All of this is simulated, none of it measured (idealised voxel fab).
Presented below is a process module, voxel ribs on slabs.
Section shown: cut. Width: 270 nm. Cell size: 5 nm, square.
Reading order for cross-sections: top band down to bottom band. Underlying form: a grid of square cells. Band size: one or more rows of cells.
Basically the band line says how high the top is and how high the bottom is, in nm, and then what's in it from left to right, every material with its width in nm. Empty space shows up as "blank", and if a single material carries "edge to edge" it runs the full band edge to edge.
Heads up on the height convention: 0 is the point under which the incoming wafer is all one material, and the lowest band has no bottom, it just keeps going down, like "0 and below".
With a width like "30 to 40", each row of cells in the band differs from the next by the same amount, the top row carrying the first number and the bottom row the second.
"remains unaltered" (step): cross-section cells unchanged, all of them.
"Voids, fully enclosed" specifies each empty space that is not open to the top and that occupies no fewer than 8 cells, using the form width x height at distance, the distance measured from the left edge and all three quantities in nm.
The remark found on a step's line after its settings is issued by the simulator itself and pertains to that step.
For masked steps, "overlay nm" on the step line gives how far right of plan the mask actually lay; a minus sign means it lay to the left.

-- plan
1: RECEIVE,material Si
2: DIRECTIONAL_DEP,material SiO2,thk nm 30
3: DIRECTIONAL_DEP,material polySi,thk nm 25
4: MASKED_ETCH,tone cover,mask id RIB,width nm 20,etch materials polySi,depth nm 20,overlay nm 0
5: PATTERN,tone cover,mask id SLAB,material resist,width nm 70,thk nm 20,overlay nm 0
6: DIRECTIONAL_ETCH,etch materials polySi,depth nm 5
7: STRIP,etch materials resist
8: FILL_DEP,material SiO2,thk nm 20
9: CMP,height nm 65
10: DIRECTIONAL_DEP,material TiN,thk nm 10
11: DIRECTIONAL_DEP,material aC,thk nm 10
12: PATTERN,tone cover,mask id HEATER,material resist,width nm 30,thk nm 30,overlay nm 0
13: DIRECTIONAL_ETCH,etch materials aC,depth nm 10
14: STRIP,etch materials resist
15: DIRECTIONAL_ETCH,etch materials TiN,depth nm 10
16: STRIP,etch materials aC
17: CONFORMAL_DEP,material SiO2,thk nm 10

-- So this is the incoming wafer in cross-section - it's already been through step 1
	0 and below  Si edge to edge
	Voids, fully enclosed: none

-- Figure: cross-sectional view of the wafer upon completion of the module, processed from the initial state and according to the plan depicted above, with one error introduced during execution
	85 down to 75  110 of blank / 50 of SiO2 / 110 of blank
	75 down to 65  120 of SiO2 / 30 of TiN / 120 of SiO2
	65 down to 50  SiO2 edge to edge
	50 down to 35  125 of SiO2 / 20 of polySi / 125 of SiO2
	35 down to 30  100 of polySi / 25 of SiO2 / 20 of polySi / 25 of SiO2 / 100 of polySi
	30 down to 0  SiO2 edge to edge
	0 and below  Si edge to edge
	Voids, fully enclosed: none
What broke from the plan during processing? the process deviated at step 5: the operation and settings actually run there were PATTERN,tone open,mask id SLAB,material resist,width nm 70,thk nm 20,overlay nm 0
